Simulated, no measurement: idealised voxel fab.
The following is a process module called voxel wiring stack.
Square cells of 5 nm make up the cross-section cut, whose width is 140 nm.
When this document writes out a cross-section, it uses a grid of square cells and lists it as bands, beginning at the top and moving down, with a band standing for one or more rows of cells. In this notation a band is specified by the heights of its top and bottom, in that order and in nm, after which its materials appear from left to right, each paired with its width in nm. The word "everywhere" attached to a single material means that material fills the band from edge to edge; the word "empty" stands for empty space. Height reference: 0 = level under which incoming wafer is all one material. Lowest band: no bottom, runs on downward, e.g. "0 down". Read "30 to 40" as a graded width: first number on top, second number at the bottom, same change between each pair of neighbouring rows. It should be understood that the words "nothing different", when stated for a given step, signify that the cross-section underwent no change in any of its cells during that step. "Sealed void listing": sealed empty spaces, 8 cells or more, no open way to top, listed width x height at distance, with distance from the left edge and width, height and distance in nm. Formally, on a step line, whatever follows the settings is a remark that the simulator itself makes on the step. A step's line can hold "overlay nm"; with a mask on that step, the setting says how far right of the planned place the mask lay, while a negative setting says it lay to the left.
The planned process steps are enumerated hereunder
1: RECEIVE with material Si
2: CONFORMAL_DEP with material SiO2, thk nm 10
3: DIRECTIONAL_DEP with material TiN, thk nm 5
4: DIRECTIONAL_DEP with material W, thk nm 20
5: PATTERN with tone cover, mask id METAL_1, material resist, width nm 25, pitch nm 55, thk nm 15, overlay nm 0
6: DIRECTIONAL_ETCH with etch materials W, depth nm 20
7: DIRECTIONAL_ETCH with etch materials TiN, depth nm 5
8: STRIP with etch materials resist
9: CONFORMAL_DEP with material SiCN, thk nm 5
10: FILL_DEP with material lowk, thk nm 5
11: CMP with height nm 35
12: CONFORMAL_DEP with material SiCN, thk nm 5
13: DIRECTIONAL_DEP with material lowk, thk nm 20
14: PATTERN with tone open, mask id PLUG_1, material resist, width nm 15, pitch nm 55, thk nm 15, overlay nm 0
15: DIRECTIONAL_ETCH with etch materials lowk, depth nm 20
16: DIRECTIONAL_ETCH with etch materials SiCN, depth nm 5
17: STRIP with etch materials resist
18: CONFORMAL_DEP with material TiN, thk nm 5
19: FILL_DEP with material Cu, thk nm 5
20: CMP with height nm 60
21: DIRECTIONAL_DEP with material TiN, thk nm 5
22: DIRECTIONAL_DEP with material Ru, thk nm 20
23: PATTERN with tone cover, mask id METAL_2, material resist, width nm 25, pitch nm 55, thk nm 20, overlay nm 0
24: DIRECTIONAL_ETCH with etch materials Ru, depth nm 20
25: DIRECTIONAL_ETCH with etch materials TiN, depth nm 5
26: STRIP with etch materials resist
27: CONFORMAL_DEP with material SiCN, thk nm 5
28: FILL_DEP with material SiO2, thk nm 10
29: CMP with height nm 85
30: CONFORMAL_DEP with material SiCN, thk nm 5
31: DIRECTIONAL_DEP with material lowk, thk nm 35
32: DIRECTIONAL_DEP with material aC, thk nm 10
33: PATTERN with tone open, mask id METAL_3_HOLES, material resist, width nm 15, thk nm 25, overlay nm 0
34: DIRECTIONAL_ETCH with etch materials aC, depth nm 10
35: STRIP with etch materials resist
36: DIRECTIONAL_ETCH with etch materials lowk, depth nm 35
37: STRIP with etch materials aC
38: PATTERN with tone open, mask id METAL_3, material resist, width nm 25, pitch nm 55, thk nm 15, overlay nm 0
39: DIRECTIONAL_ETCH with etch materials lowk, depth nm 20
40: DIRECTIONAL_ETCH with etch materials SiCN, depth nm 5
41: STRIP with etch materials resist
42: CONFORMAL_DEP with material TiN, thk nm 5
43: FILL_DEP with material Cu, thk nm 10
44: CMP with height nm 125
45: CONFORMAL_DEP with material SiCN, thk nm 5
First of two wafers, processed according to plan
As received (post step 1): cross-section
0 down = Si everywhere
Sealed void listing: none
Cross-section of the wafer after step 2
10 to 0 = SiO2 everywhere
Under 0: no change, same as before.
Cross-section of the wafer after step 3
15 to 10 = TiN everywhere
Under 10: no change, same as before.
Cross-section of the wafer after step 4
35 to 15 = W everywhere
Under 15: no change, same as before.
Cross-section of the wafer after step 5
50 to 35 = empty (30) | resist (25) | empty (30) | resist (25) | empty (30)
Under 35: no change, same as before.
Cross-section of the wafer after step 6
50 to 35 = empty (30) | resist (25) | empty (30) | resist (25) | empty (30)
35 to 15 = empty (30) | W (25) | empty (30) | W (25) | empty (30)
Under 15: no change, same as before.
Cross-section of the wafer after step 7
50 to 35 = empty (30) | resist (25) | empty (30) | resist (25) | empty (30)
35 to 15 = empty (30) | W (25) | empty (30) | W (25) | empty (30)
15 to 10 = empty (30) | TiN (25) | empty (30) | TiN (25) | empty (30)
Under 10: no change, same as before.
Cross-section of the wafer after step 8
35 to 15 = empty (30) | W (25) | empty (30) | W (25) | empty (30)
Under 15: no change, same as before.
Cross-section of the wafer after step 9
40 to 35 = empty (25) | SiCN (35) | empty (20) | SiCN (35) | empty (25)
35 to 15 = empty (25) | SiCN (5) | W (25) | SiCN (5) | empty (20) | SiCN (5) | W (25) | SiCN (5) | empty (25)
15 to 10 = SiCN (30) | TiN (25) | SiCN (30) | TiN (25) | SiCN (30)
Under 10: no change, same as before.
Cross-section of the wafer after step 10
45 to 40 = lowk everywhere
40 to 35 = lowk (25) | SiCN (35) | lowk (20) | SiCN (35) | lowk (25)
35 to 15 = lowk (25) | SiCN (5) | W (25) | SiCN (5) | lowk (20) | SiCN (5) | W (25) | SiCN (5) | lowk (25)
Under 15: no change, same as before.
Cross-section of the wafer after step 11
35 to 15 = lowk (25) | SiCN (5) | W (25) | SiCN (5) | lowk (20) | SiCN (5) | W (25) | SiCN (5) | lowk (25)
Under 15: no change, same as before.
Cross-section of the wafer after step 12
40 to 35 = SiCN everywhere
Under 35: no change, same as before.
Cross-section of the wafer after step 13
60 to 40 = lowk everywhere
Under 40: no change, same as before.
Cross-section of the wafer after step 14
75 to 60 = resist (30) | empty (15) | resist (40) | empty (15) | resist (40)
Under 60: no change, same as before.
Cross-section of the wafer after step 15
75 to 60 = resist (30) | empty (15) | resist (40) | empty (15) | resist (40)
60 to 40 = lowk (30) | empty (15) | lowk (40) | empty (15) | lowk (40)
Under 40: no change, same as before.
Cross-section of the wafer after step 16
75 to 60 = resist (30) | empty (15) | resist (40) | empty (15) | resist (40)
60 to 40 = lowk (30) | empty (15) | lowk (40) | empty (15) | lowk (40)
40 to 35 = SiCN (30) | empty (15) | SiCN (40) | empty (15) | SiCN (40)
Under 35: no change, same as before.
Cross-section of the wafer after step 17
60 to 40 = lowk (30) | empty (15) | lowk (40) | empty (15) | lowk (40)
Under 40: no change, same as before.
Cross-section of the wafer after step 18
65 to 60 = TiN (35) | empty (5) | TiN (50) | empty (5) | TiN (45)
60 to 40 = lowk (30) | TiN (5) | empty (5) | TiN (5) | lowk (40) | TiN (5) | empty (5) | TiN (5) | lowk (40)
40 to 35 = SiCN (30) | TiN (15) | SiCN (40) | TiN (15) | SiCN (40)
Under 35: no change, same as before.
Cross-section of the wafer after step 19
70 to 65 = Cu everywhere
65 to 60 = TiN (35) | Cu (5) | TiN (50) | Cu (5) | TiN (45)
60 to 40 = lowk (30) | TiN (5) | Cu (5) | TiN (5) | lowk (40) | TiN (5) | Cu (5) | TiN (5) | lowk (40)
Under 40: no change, same as before.
Cross-section of the wafer after step 20
60 to 40 = lowk (30) | TiN (5) | Cu (5) | TiN (5) | lowk (40) | TiN (5) | Cu (5) | TiN (5) | lowk (40)
Under 40: no change, same as before.
Cross-section of the wafer after step 21
65 to 60 = TiN everywhere
Under 60: no change, same as before.
Cross-section of the wafer after step 22
85 to 65 = Ru everywhere
Under 65: no change, same as before.
Cross-section of the wafer after step 23
105 to 85 = empty (30) | resist (25) | empty (30) | resist (25) | empty (30)
Under 85: no change, same as before.
Cross-section of the wafer after step 24
105 to 85 = empty (30) | resist (25) | empty (30) | resist (25) | empty (30)
85 to 65 = empty (30) | Ru (25) | empty (30) | Ru (25) | empty (30)
Under 65: no change, same as before.
Cross-section of the wafer after step 25
105 to 85 = empty (30) | resist (25) | empty (30) | resist (25) | empty (30)
85 to 65 = empty (30) | Ru (25) | empty (30) | Ru (25) | empty (30)
65 to 60 = empty (30) | TiN (25) | empty (30) | TiN (25) | empty (30)
Under 60: no change, same as before.
Cross-section of the wafer after step 26
85 to 65 = empty (30) | Ru (25) | empty (30) | Ru (25) | empty (30)
Under 65: no change, same as before.
Cross-section of the wafer after step 27
90 to 85 = empty (25) | SiCN (35) | empty (20) | SiCN (35) | empty (25)
85 to 65 = empty (25) | SiCN (5) | Ru (25) | SiCN (5) | empty (20) | SiCN (5) | Ru (25) | SiCN (5) | empty (25)
65 to 60 = SiCN (30) | TiN (25) | SiCN (30) | TiN (25) | SiCN (30)
Under 60: no change, same as before.
Cross-section of the wafer after step 28
100 to 90 = SiO2 everywhere
90 to 85 = SiO2 (25) | SiCN (35) | SiO2 (20) | SiCN (35) | SiO2 (25)
85 to 65 = SiO2 (25) | SiCN (5) | Ru (25) | SiCN (5) | SiO2 (20) | SiCN (5) | Ru (25) | SiCN (5) | SiO2 (25)
Under 65: no change, same as before.
Cross-section of the wafer after step 29
85 to 65 = SiO2 (25) | SiCN (5) | Ru (25) | SiCN (5) | SiO2 (20) | SiCN (5) | Ru (25) | SiCN (5) | SiO2 (25)
Under 65: no change, same as before.
Cross-section of the wafer after step 30
90 to 85 = SiCN everywhere
Under 85: no change, same as before.
Cross-section of the wafer after step 31
125 to 90 = lowk everywhere
Under 90: no change, same as before.
Cross-section of the wafer after step 32
135 to 125 = aC everywhere
Under 125: no change, same as before.
Cross-section of the wafer after step 33
160 to 135 = resist (30) | empty (15) | resist (95)
Under 135: no change, same as before.
Cross-section of the wafer after step 34
150 to 135 = resist (30) | empty (15) | resist (95)
135 to 125 = aC (30) | empty (15) | aC (95)
Under 125: no change, same as before.
Cross-section of the wafer after step 35
135 to 125 = aC (30) | empty (15) | aC (95)
Under 125: no change, same as before.
Cross-section of the wafer after step 36
135 to 125 = aC (30) | empty (15) | aC (95)
125 to 90 = lowk (30) | empty (15) | lowk (95)
Under 90: no change, same as before.
Cross-section of the wafer after step 37
125 to 90 = lowk (30) | empty (15) | lowk (95)
Under 90: no change, same as before.
Cross-section of the wafer after step 38
140 to 125 = resist (30) | empty (25) | resist (30) | empty (25) | resist (30)
Under 125: no change, same as before.
Cross-section of the wafer after step 39
140 to 125 = resist (30) | empty (25) | resist (30) | empty (25) | resist (30)
125 to 105 = lowk (30) | empty (25) | lowk (30) | empty (25) | lowk (30)
Under 105: no change, same as before.
Cross-section of the wafer after step 40
140 to 125 = resist (30) | empty (25) | resist (30) | empty (25) | resist (30)
125 to 105 = lowk (30) | empty (25) | lowk (30) | empty (25) | lowk (30)
105 to 90 = lowk (30) | empty (15) | lowk (95)
90 to 85 = SiCN (30) | empty (15) | SiCN (95)
Under 85: no change, same as before.
Cross-section of the wafer after step 41
125 to 105 = lowk (30) | empty (25) | lowk (30) | empty (25) | lowk (30)
Under 105: no change, same as before.
Cross-section of the wafer after step 42
130 to 125 = TiN (35) | empty (15) | TiN (40) | empty (15) | TiN (35)
125 to 110 = lowk (30) | TiN (5) | empty (15) | TiN (5) | lowk (30) | TiN (5) | empty (15) | TiN (5) | lowk (30)
110 to 105 = lowk (30) | TiN (5) | empty (5) | TiN (15) | lowk (30) | TiN (25) | lowk (30)
105 to 90 = lowk (30) | TiN (5) | empty (5) | TiN (5) | lowk (95)
90 to 85 = SiCN (30) | TiN (15) | SiCN (95)
Under 85: no change, same as before.
Cross-section of the wafer after step 43
140 to 130 = Cu everywhere
130 to 125 = TiN (35) | Cu (15) | TiN (40) | Cu (15) | TiN (35)
125 to 110 = lowk (30) | TiN (5) | Cu (15) | TiN (5) | lowk (30) | TiN (5) | Cu (15) | TiN (5) | lowk (30)
110 to 105 = lowk (30) | TiN (5) | Cu (5) | TiN (15) | lowk (30) | TiN (25) | lowk (30)
105 to 90 = lowk (30) | TiN (5) | Cu (5) | TiN (5) | lowk (95)
Under 90: no change, same as before.
Cross-section of the wafer after step 44
125 to 110 = lowk (30) | TiN (5) | Cu (15) | TiN (5) | lowk (30) | TiN (5) | Cu (15) | TiN (5) | lowk (30)
Under 110: no change, same as before.
Cross-section of the wafer after step 45
130 to 125 = SiCN everywhere
Under 125: no change, same as before.
The remaining wafer, second of the two, started like the first and was run to the same plan, except that one mistake was made along the way; the two coincide through step 1, inclusive
Second wafer at the planned finish of step 2, seen in cross-section: nothing different
Second wafer at the planned finish of step 3, seen in cross-section
5 to 0 = TiN everywhere
Under 0: no change, same as before.
Second wafer at the planned finish of step 4, seen in cross-section
25 to 5 = W everywhere
Under 5: no change, same as before.
Second wafer at the planned finish of step 5, seen in cross-section
40 to 25 = empty (30) | resist (25) | empty (30) | resist (25) | empty (30)
Under 25: no change, same as before.
Second wafer at the planned finish of step 6, seen in cross-section
40 to 25 = empty (30) | resist (25) | empty (30) | resist (25) | empty (30)
25 to 5 = empty (30) | W (25) | empty (30) | W (25) | empty (30)
Under 5: no change, same as before.
Second wafer at the planned finish of step 7, seen in cross-section
40 to 25 = empty (30) | resist (25) | empty (30) | resist (25) | empty (30)
25 to 5 = empty (30) | W (25) | empty (30) | W (25) | empty (30)
5 to 0 = empty (30) | TiN (25) | empty (30) | TiN (25) | empty (30)
Under 0: no change, same as before.
Second wafer at the planned finish of step 8, seen in cross-section
25 to 5 = empty (30) | W (25) | empty (30) | W (25) | empty (30)
Under 5: no change, same as before.
Second wafer at the planned finish of step 9, seen in cross-section
30 to 25 = empty (25) | SiCN (35) | empty (20) | SiCN (35) | empty (25)
25 to 5 = empty (25) | SiCN (5) | W (25) | SiCN (5) | empty (20) | SiCN (5) | W (25) | SiCN (5) | empty (25)
5 to 0 = SiCN (30) | TiN (25) | SiCN (30) | TiN (25) | SiCN (30)
Under 0: no change, same as before.
Second wafer at the planned finish of step 10, seen in cross-section
35 to 30 = lowk everywhere
30 to 25 = lowk (25) | SiCN (35) | lowk (20) | SiCN (35) | lowk (25)
25 to 5 = lowk (25) | SiCN (5) | W (25) | SiCN (5) | lowk (20) | SiCN (5) | W (25) | SiCN (5) | lowk (25)
Under 5: no change, same as before.
Second wafer at the planned finish of step 11, seen in cross-section: nothing different
Second wafer at the planned finish of step 12, seen in cross-section
40 to 35 = SiCN everywhere
Under 35: no change, same as before.
Second wafer at the planned finish of step 13, seen in cross-section
60 to 40 = lowk everywhere
Under 40: no change, same as before.
Second wafer at the planned finish of step 14, seen in cross-section
75 to 60 = resist (30) | empty (15) | resist (40) | empty (15) | resist (40)
Under 60: no change, same as before.
Second wafer at the planned finish of step 15, seen in cross-section
75 to 60 = resist (30) | empty (15) | resist (40) | empty (15) | resist (40)
60 to 40 = lowk (30) | empty (15) | lowk (40) | empty (15) | lowk (40)
Under 40: no change, same as before.
Second wafer at the planned finish of step 16, seen in cross-section
75 to 60 = resist (30) | empty (15) | resist (40) | empty (15) | resist (40)
60 to 40 = lowk (30) | empty (15) | lowk (40) | empty (15) | lowk (40)
40 to 35 = SiCN (30) | empty (15) | SiCN (40) | empty (15) | SiCN (40)
Under 35: no change, same as before.
Second wafer at the planned finish of step 17, seen in cross-section
60 to 40 = lowk (30) | empty (15) | lowk (40) | empty (15) | lowk (40)
Under 40: no change, same as before.
Second wafer at the planned finish of step 18, seen in cross-section
65 to 60 = TiN (35) | empty (5) | TiN (50) | empty (5) | TiN (45)
60 to 40 = lowk (30) | TiN (5) | empty (5) | TiN (5) | lowk (40) | TiN (5) | empty (5) | TiN (5) | lowk (40)
40 to 35 = SiCN (30) | TiN (15) | SiCN (40) | TiN (15) | SiCN (40)
Under 35: no change, same as before.
Second wafer at the planned finish of step 19, seen in cross-section
70 to 65 = Cu everywhere
65 to 60 = TiN (35) | Cu (5) | TiN (50) | Cu (5) | TiN (45)
60 to 40 = lowk (30) | TiN (5) | Cu (5) | TiN (5) | lowk (40) | TiN (5) | Cu (5) | TiN (5) | lowk (40)
Under 40: no change, same as before.
Second wafer at the planned finish of step 20, seen in cross-section
60 to 40 = lowk (30) | TiN (5) | Cu (5) | TiN (5) | lowk (40) | TiN (5) | Cu (5) | TiN (5) | lowk (40)
Under 40: no change, same as before.
Second wafer at the planned finish of step 21, seen in cross-section
65 to 60 = TiN everywhere
Under 60: no change, same as before.
Second wafer at the planned finish of step 22, seen in cross-section
85 to 65 = Ru everywhere
Under 65: no change, same as before.
Second wafer at the planned finish of step 23, seen in cross-section
105 to 85 = empty (30) | resist (25) | empty (30) | resist (25) | empty (30)
Under 85: no change, same as before.
Second wafer at the planned finish of step 24, seen in cross-section
105 to 85 = empty (30) | resist (25) | empty (30) | resist (25) | empty (30)
85 to 65 = empty (30) | Ru (25) | empty (30) | Ru (25) | empty (30)
Under 65: no change, same as before.
Second wafer at the planned finish of step 25, seen in cross-section
105 to 85 = empty (30) | resist (25) | empty (30) | resist (25) | empty (30)
85 to 65 = empty (30) | Ru (25) | empty (30) | Ru (25) | empty (30)
65 to 60 = empty (30) | TiN (25) | empty (30) | TiN (25) | empty (30)
Under 60: no change, same as before.
Second wafer at the planned finish of step 26, seen in cross-section
85 to 65 = empty (30) | Ru (25) | empty (30) | Ru (25) | empty (30)
Under 65: no change, same as before.
Second wafer at the planned finish of step 27, seen in cross-section
90 to 85 = empty (25) | SiCN (35) | empty (20) | SiCN (35) | empty (25)
85 to 65 = empty (25) | SiCN (5) | Ru (25) | SiCN (5) | empty (20) | SiCN (5) | Ru (25) | SiCN (5) | empty (25)
65 to 60 = SiCN (30) | TiN (25) | SiCN (30) | TiN (25) | SiCN (30)
Under 60: no change, same as before.
Second wafer at the planned finish of step 28, seen in cross-section
100 to 90 = SiO2 everywhere
90 to 85 = SiO2 (25) | SiCN (35) | SiO2 (20) | SiCN (35) | SiO2 (25)
85 to 65 = SiO2 (25) | SiCN (5) | Ru (25) | SiCN (5) | SiO2 (20) | SiCN (5) | Ru (25) | SiCN (5) | SiO2 (25)
Under 65: no change, same as before.
Second wafer at the planned finish of step 29, seen in cross-section
85 to 65 = SiO2 (25) | SiCN (5) | Ru (25) | SiCN (5) | SiO2 (20) | SiCN (5) | Ru (25) | SiCN (5) | SiO2 (25)
Under 65: no change, same as before.
Second wafer at the planned finish of step 30, seen in cross-section
90 to 85 = SiCN everywhere
Under 85: no change, same as before.
Second wafer at the planned finish of step 31, seen in cross-section
125 to 90 = lowk everywhere
Under 90: no change, same as before.
Second wafer at the planned finish of step 32, seen in cross-section
135 to 125 = aC everywhere
Under 125: no change, same as before.
Second wafer at the planned finish of step 33, seen in cross-section
160 to 135 = resist (30) | empty (15) | resist (95)
Under 135: no change, same as before.
Second wafer at the planned finish of step 34, seen in cross-section
150 to 135 = resist (30) | empty (15) | resist (95)
135 to 125 = aC (30) | empty (15) | aC (95)
Under 125: no change, same as before.
Second wafer at the planned finish of step 35, seen in cross-section
135 to 125 = aC (30) | empty (15) | aC (95)
Under 125: no change, same as before.
Second wafer at the planned finish of step 36, seen in cross-section
135 to 125 = aC (30) | empty (15) | aC (95)
125 to 90 = lowk (30) | empty (15) | lowk (95)
Under 90: no change, same as before.
Second wafer at the planned finish of step 37, seen in cross-section
125 to 90 = lowk (30) | empty (15) | lowk (95)
Under 90: no change, same as before.
Second wafer at the planned finish of step 38, seen in cross-section
140 to 125 = resist (30) | empty (25) | resist (30) | empty (25) | resist (30)
Under 125: no change, same as before.
Second wafer at the planned finish of step 39, seen in cross-section
140 to 125 = resist (30) | empty (25) | resist (30) | empty (25) | resist (30)
125 to 105 = lowk (30) | empty (25) | lowk (30) | empty (25) | lowk (30)
Under 105: no change, same as before.
Second wafer at the planned finish of step 40, seen in cross-section
140 to 125 = resist (30) | empty (25) | resist (30) | empty (25) | resist (30)
125 to 105 = lowk (30) | empty (25) | lowk (30) | empty (25) | lowk (30)
105 to 90 = lowk (30) | empty (15) | lowk (95)
90 to 85 = SiCN (30) | empty (15) | SiCN (95)
Under 85: no change, same as before.
Second wafer at the planned finish of step 41, seen in cross-section
125 to 105 = lowk (30) | empty (25) | lowk (30) | empty (25) | lowk (30)
Under 105: no change, same as before.
Second wafer at the planned finish of step 42, seen in cross-section
130 to 125 = TiN (35) | empty (15) | TiN (40) | empty (15) | TiN (35)
125 to 110 = lowk (30) | TiN (5) | empty (15) | TiN (5) | lowk (30) | TiN (5) | empty (15) | TiN (5) | lowk (30)
110 to 105 = lowk (30) | TiN (5) | empty (5) | TiN (15) | lowk (30) | TiN (25) | lowk (30)
105 to 90 = lowk (30) | TiN (5) | empty (5) | TiN (5) | lowk (95)
90 to 85 = SiCN (30) | TiN (15) | SiCN (95)
Under 85: no change, same as before.
Second wafer at the planned finish of step 43, seen in cross-section
140 to 130 = Cu everywhere
130 to 125 = TiN (35) | Cu (15) | TiN (40) | Cu (15) | TiN (35)
125 to 110 = lowk (30) | TiN (5) | Cu (15) | TiN (5) | lowk (30) | TiN (5) | Cu (15) | TiN (5) | lowk (30)
110 to 105 = lowk (30) | TiN (5) | Cu (5) | TiN (15) | lowk (30) | TiN (25) | lowk (30)
105 to 90 = lowk (30) | TiN (5) | Cu (5) | TiN (5) | lowk (95)
Under 90: no change, same as before.
Second wafer at the planned finish of step 44, seen in cross-section
125 to 110 = lowk (30) | TiN (5) | Cu (15) | TiN (5) | lowk (30) | TiN (5) | Cu (15) | TiN (5) | lowk (30)
Under 110: no change, same as before.
Second wafer at the planned finish of step 45, seen in cross-section
130 to 125 = SiCN everywhere
Under 125: no change, same as before.
What broke from the plan during processing? step 2 of the plan was jumped over and never run
Looking at both finished wafers in cells, the second ends up ahead of or behind the first on some materials: SiCN: 14 more | SiO2: 56 fewer | lowk: 42 more
